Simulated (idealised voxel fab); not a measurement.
This section sets out a process module, namely voxel self aligned vias.
The width of the displayed cross-section, cut, is 300 nm; its cells are square, with a size of 5 nm.
Cross-section layout: square cells on a grid; listed as bands, top to bottom; a band spans one or more cell rows. Quick guide to a band line: top height, bottom height (nm) up front; then every material left to right with its width in nm. Only one material and it's marked "all across"? Then it fills the band edge to edge. And "blank" just means empty space. The level at which height equals 0 is the one under which the wafer, as it arrives, is entirely one material. No lower edge exists for the bottom band, which continues downward and is notated as in "0 and below". Width "30 to 40": first value at the band's top row of cells, second value at its bottom row, equal change from row to row. Take "nothing altered" at face value: in the step it is given for, the cross-section changed in none of its cells. Reported under the label "Enclosed voids" are the empty spaces having no open way to the top and comprising 8 cells or more; the notation for each is width x height at distance, in which the distance is measured from the left edge and all three values are in nm. Text after the settings on a step's line: the simulator's own remark on that step. overlay nm: mask right of planned place by this much (step with mask). Neg. = left.

**Steps in the process plan**
1 RECEIVE,material Si
2 CONFORMAL_DEP,material SiO2,thk nm 10
3 CONFORMAL_DEP,material SiCN,thk nm 5
4 DIRECTIONAL_DEP,material lowk,thk nm 30
5 MASKED_ETCH,tone open,mask id LINES,width nm 15,pitch nm 70,etch materials lowk,depth nm 30,overlay nm 0
6 CONFORMAL_DEP,material TiN,thk nm 5
7 FILL_DEP,material Ru,thk nm 10
8 CMP,height nm 45
9 SELECTIVE_ETCH,etch materials W Ru TiN,depth nm 10
10 FILL_DEP,material SiN,thk nm 5
11 CMP,height nm 45
12 DIRECTIONAL_DEP,material lowk,thk nm 20
13 DIRECTIONAL_DEP,material aC,thk nm 15
14 PATTERN,tone open,mask id VIAS,material resist,width nm 40,pitch nm 140,thk nm 30,overlay nm 0
15 DIRECTIONAL_ETCH,etch materials aC,depth nm 15
16 STRIP,etch materials resist
17 DIRECTIONAL_ETCH,etch materials lowk,depth nm 20
18 DIRECTIONAL_ETCH,etch materials SiN,depth nm 10
19 STRIP,etch materials aC
20 CONFORMAL_DEP,material TiN,thk nm 5
21 FILL_DEP,material Cu,thk nm 5
22 CMP,height nm 65
23 CONFORMAL_DEP,material SiCN,thk nm 5
Wafer-to-wafer difference: width nm, step 5. Common start. Plan = first wafer's value.

**As received, i.e. after step 1: cross-section through the first of several wafers**
    0 and below  Si all across
    Enclosed voids: none

**Here is how to read the rows: every wafer has a row, and it shows the wafer at the end of the module, giving for each material how many cells were gained (+) or lost (-) since the wafer was received, then listing its closed voids**
width nm 15 | +40 Cu | +9 Ru | +120 SiCN | +6 SiN | +120 SiO2 | +63 TiN | +482 lowk | Enclosed voids: none
width nm 20 | +44 Cu | +18 Ru | +120 SiCN | +8 SiN | +120 SiO2 | +66 TiN | +464 lowk | Enclosed voids: none
width nm 25 | +48 Cu | +27 Ru | +120 SiCN | +10 SiN | +120 SiO2 | +69 TiN | +446 lowk | Enclosed voids: none
width nm 30 | +52 Cu | +36 Ru | +120 SiCN | +12 SiN | +120 SiO2 | +72 TiN | +428 lowk | Enclosed voids: none
width nm 35 | +56 Cu | +45 Ru | +120 SiCN | +14 SiN | +120 SiO2 | +75 TiN | +410 lowk | Enclosed voids: none
